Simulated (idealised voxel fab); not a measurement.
Process module under the name voxel trench capacitor
The width of the displayed cross-section, cut, is 210 nm; its cells are square, with a size of 5 nm.
Cross-sections here: square-cell grids, written as top-down lists of bands, a band being one or more rows of cells. Basically the band line says how high the top is and how high the bottom is, in nm, and then what's in it from left to right, every material with its width in nm. Empty space shows up as "blank", and if a single material carries "everywhere" it runs the full band edge to edge. A quick word on heights: they are counted from 0, and under that level the wafer as it came to us is one material throughout. The lowest band is different from the rest in having no bottom; it simply continues downward, written as in "from 0 down". Read "30->40" as a graded width: first number on top, second number at the bottom, same change between each pair of neighbouring rows. A step reported as "no modification" is a step in which no cell of the cross-section changed. "Catalogued sealed voids" enumerates empty spaces isolated from the top, with no open way to it, that contain at least 8 cells, giving each as width x height at distance from the left edge, all three in nm. Anything after a step's settings on that line? It's the simulator's own note about the step. What "overlay nm" on a step's line means: if the step has a mask, that mask lay this far to the right of its planned place, or, when the value is negative, to the left.

These are the steps we planned for the process
1,RECEIVE [material Si]
2,CONFORMAL_DEP [material SiN] [thk nm 10]
3,DIRECTIONAL_DEP [material aC] [thk nm 10]
4,PATTERN [tone open] [mask id TRENCH] [material resist] [width nm 25] [pitch nm 50] [thk nm 25] [overlay nm 0]
5,DIRECTIONAL_ETCH [etch materials aC] [depth nm 10]
6,STRIP [etch materials resist]
7,DIRECTIONAL_ETCH [etch materials SiN] [depth nm 10]
8,DIRECTIONAL_ETCH [etch materials Si] [depth nm 30]
9,STRIP [etch materials aC]
10,CONFORMAL_DEP [material SiO2] [thk nm 5]
11,FILL_DEP [material polySi] [thk nm 5]
12,CMP [height nm 10]

So this is the incoming wafer in cross-section - it's already been through step 1
    from 0 down  Si everywhere
    Catalogued sealed voids: none

Cross-section: first of two wafers, module finished, run according to plan
    from 10 to 0  SiN=15 / SiO2=5 / polySi=15 / SiO2=5 / SiN=25 / SiO2=5 / polySi=15 / SiO2=5 / SiN=25 / SiO2=5 / polySi=15 / SiO2=5 / SiN=25 / SiO2=5 / polySi=15 / SiO2=5 / SiN=20
    from 0 to -25  Si=15 / SiO2=5 / polySi=15 / SiO2=5 / Si=25 / SiO2=5 / polySi=15 / SiO2=5 / Si=25 / SiO2=5 / polySi=15 / SiO2=5 / Si=25 / SiO2=5 / polySi=15 / SiO2=5 / Si=20
    from -25 to -30  Si=15 / SiO2=25 / Si=25 / SiO2=25 / Si=25 / SiO2=25 / Si=25 / SiO2=25 / Si=20
    from -30 down  Si everywhere
    Catalogued sealed voids: none

End of module, second wafer, cross-section. Started like the first, planned like the first, run with one mistake
    from 10 to 0  SiN=20 / SiO2=5 / polySi=15 / SiO2=5 / SiN=25 / SiO2=5 / polySi=15 / SiO2=5 / SiN=25 / SiO2=5 / polySi=15 / SiO2=5 / SiN=25 / SiO2=5 / polySi=15 / SiO2=5 / SiN=15
    from 0 to -25  Si=20 / SiO2=5 / polySi=15 / SiO2=5 / Si=25 / SiO2=5 / polySi=15 / SiO2=5 / Si=25 / SiO2=5 / polySi=15 / SiO2=5 / Si=25 / SiO2=5 / polySi=15 / SiO2=5 / Si=15
    from -25 to -30  Si=20 / SiO2=25 / Si=25 / SiO2=25 / Si=25 / SiO2=25 / Si=25 / SiO2=25 / Si=15
    from -30 down  Si everywhere
    Catalogued sealed voids: none
It is concluded that the wafer was processed incorrectly with respect to the plan, in that step 4 off recipe, ran as PATTERN [tone open] [mask id TRENCH] [material resist] [width nm 25] [pitch nm 50] [thk nm 25] [overlay nm 5]
At the close, every material occupies the same number of cells on the second wafer as on the first, only in different positions.
